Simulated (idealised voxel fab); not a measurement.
The following process module bears the name voxel air gaps.
The cross-section on display is named cut; it measures 170 nm wide, and its cells are 5 nm squares.
Format of a cross-section: grid, square cells. Given as bands. Order: top down. Band: one or more rows of cells.
Top height, bottom height, nm. Materials left to right, width each, nm. Single material + "everywhere" = fills band edge to edge. "empty" = empty.
We count height from 0. Below that, the starting wafer is all one material. The lowest band never ends at the bottom but goes on down; see "0 nm and below" for how that is written.
With a width like "30 to 40", each row of cells in the band differs from the next by the same amount, the top row carrying the first number and the bottom row the second.
It should be understood that the words "same as before", when stated for a given step, signify that the cross-section underwent no change in any of its cells during that step.
This entry, "Closed-off voids", enumerates those empty regions of no fewer than 8 cells that possess no open connection to the top. Each region is reported in the form width x height at distance, the distance being taken from the left edge, with all three quantities expressed in nm.
What comes after the settings on a step's line is commentary from the simulator itself on that step.
The line of a step may include "overlay nm". On a step with a mask, this value is how far to the right of its planned place the mask lay. A negative value means the mask lay to the left.
Planned process steps
- 1: RECEIVE: material Si
- 2: CONFORMAL_DEP: material SiO2, thk nm 10
- 3: CONFORMAL_DEP: material SiN, thk nm 5
- 4: DIRECTIONAL_DEP: material SiO2, thk nm 40
- 5: PATTERN: tone open, mask id LINES, material resist, width nm 25, pitch nm 50, thk nm 20, overlay nm 0
- 6: DIRECTIONAL_ETCH: etch materials SiO2, depth nm 40
- 7: STRIP: etch materials resist
- 8: CONFORMAL_DEP: material TiN, thk nm 5
- 9: FILL_DEP: material Cu, thk nm 5
- 10: CMP: height nm 55
- 11: EPI: material Ru, thk nm 10
- 12: SELECTIVE_ETCH: etch materials SiO2, depth nm 50
- 13: CONFORMAL_DEP: material SiN, thk nm 5
As-received wafer cross-section (after step 1)
- 0 nm and below = Si everywhere
- Closed-off voids: none
The following cross-section depicts the wafer upon conclusion of the module. Processing commenced from the starting condition illustrated above and adhered to the plan illustrated above, save for one mistake in execution
- 70 nm to 65 nm = SiN everywhere
- 65 nm to 55 nm = Ru everywhere
- 55 nm to 50 nm = TiN=25 | Cu=15 | TiN=35 | Cu=15 | TiN=35 | Cu=15 | TiN=30
- 50 nm to 15 nm = SiO2=20 | TiN=5 | Cu=15 | TiN=5 | SiO2=25 | TiN=5 | Cu=15 | TiN=5 | SiO2=25 | TiN=5 | Cu=15 | TiN=5 | SiO2=25
- 15 nm to 10 nm = SiO2=20 | TiN=25 | SiO2=25 | TiN=25 | SiO2=25 | TiN=25 | SiO2=25
- 10 nm to 0 nm = SiO2 everywhere
- 0 nm and below = Si everywhere
- Closed-off voids: none
So what did we get wrong on this run? the plan's step 3 went unexecuted, having been skipped
